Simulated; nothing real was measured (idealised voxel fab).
Proc. module: voxel gate over fins
The cross-section shown here is cut; it is 250 nm wide and divided into square cells measuring 5 nm on a side.
Cross-section format: a grid of square cells, given as bands from top to bottom; each band is one or more rows of cells. A band entry consists of two parts. The first gives the height of the band's top and the height of its bottom, in nm. The rest lists the band's materials from left to right, each with its width in nm. A single material labelled with the word "full width" fills the band from edge to edge, and the word "air" marks empty space. Height datum 0, below which the as-received substrate wafer is one material. Lowest band open at the bottom, running downward: "0 nm and below". Top row gets the first number, bottom row gets the second, and each row in between changes by the same step: that is how a band width like "30..40" works. "nothing got changed" (step): cross-section cells unchanged, all of them. "Enclosed void catalog" specifies each empty space that is not open to the top and that occupies no fewer than 8 cells, using the form width x height at distance, the distance measured from the left edge and all three quantities in nm. It should be noted that, on the line of a given step, the content following the step's settings is a remark produced by the simulator itself with respect to that step. "overlay nm" on a masked step: distance the mask lay right of its planned place, negative for left.

Process steps - plan
| 1 | RECEIVE | material Si |
| 2 | CONFORMAL_DEP | material SiN | thk nm 5 |
| 3 | PATTERN | tone cover | mask id FINS | material resist | width nm 15 | pitch nm 35 | thk nm 20 | overlay nm 0 |
| 4 | DIRECTIONAL_ETCH | etch materials SiN | depth nm 5 |
| 5 | DIRECTIONAL_ETCH | etch materials Si | depth nm 30 |
| 6 | STRIP | etch materials resist |
| 7 | FILL_DEP | material SiO2 | thk nm 10 |
| 8 | CMP | height nm 5 |
| 9 | SELECTIVE_ETCH | etch materials SiO2 | depth nm 15 |
| 10 | STRIP | etch materials SiN |
| 11 | CONFORMAL_DEP | material HfO2 | thk nm 5 |
| 12 | CONFORMAL_DEP | material TiN | thk nm 5 |
| 13 | FILL_DEP | material W | thk nm 15 |
| 14 | CMP | height nm 20 |
| 15 | CONFORMAL_DEP | material SiN | thk nm 5 |

Wafer cross-section on receipt, i.e. after step 1
    0 nm and below  Si full width
    Enclosed void catalog: none

The cross-section shown corresponds to the wafer at the conclusion of the module. The initial structure and the process plan are those presented above; however, one mistake occurred in executing the plan
    25 nm to 20 nm  SiN full width
    20 nm to 10 nm  W full width
    10 nm to 5 nm  TiN full width
    5 nm to 0 nm  HfO2: 85 / TiN: 5 / HfO2: 30 / TiN: 5 / HfO2: 30 / TiN: 5 / HfO2: 90
    0 nm to -5 nm  Si: 80 / HfO2: 5 / TiN: 5 / HfO2: 5 / Si: 20 / HfO2: 5 / TiN: 5 / HfO2: 5 / Si: 20 / HfO2: 5 / TiN: 5 / HfO2: 5 / Si: 85
    -5 nm to -10 nm  Si: 80 / HfO2: 15 / Si: 20 / HfO2: 15 / Si: 20 / HfO2: 15 / Si: 85
    -10 nm to -30 nm  Si: 80 / SiO2: 15 / Si: 20 / SiO2: 15 / Si: 20 / SiO2: 15 / Si: 85
    -30 nm and below  Si full width
    Enclosed void catalog: none
In executing the process, a mistake was made relative to the plan: step 3 ran differently from the plan; actual operation with settings: PATTERN | tone open | mask id FINS | material resist | width nm 15 | pitch nm 35 | thk nm 20 | overlay nm 0
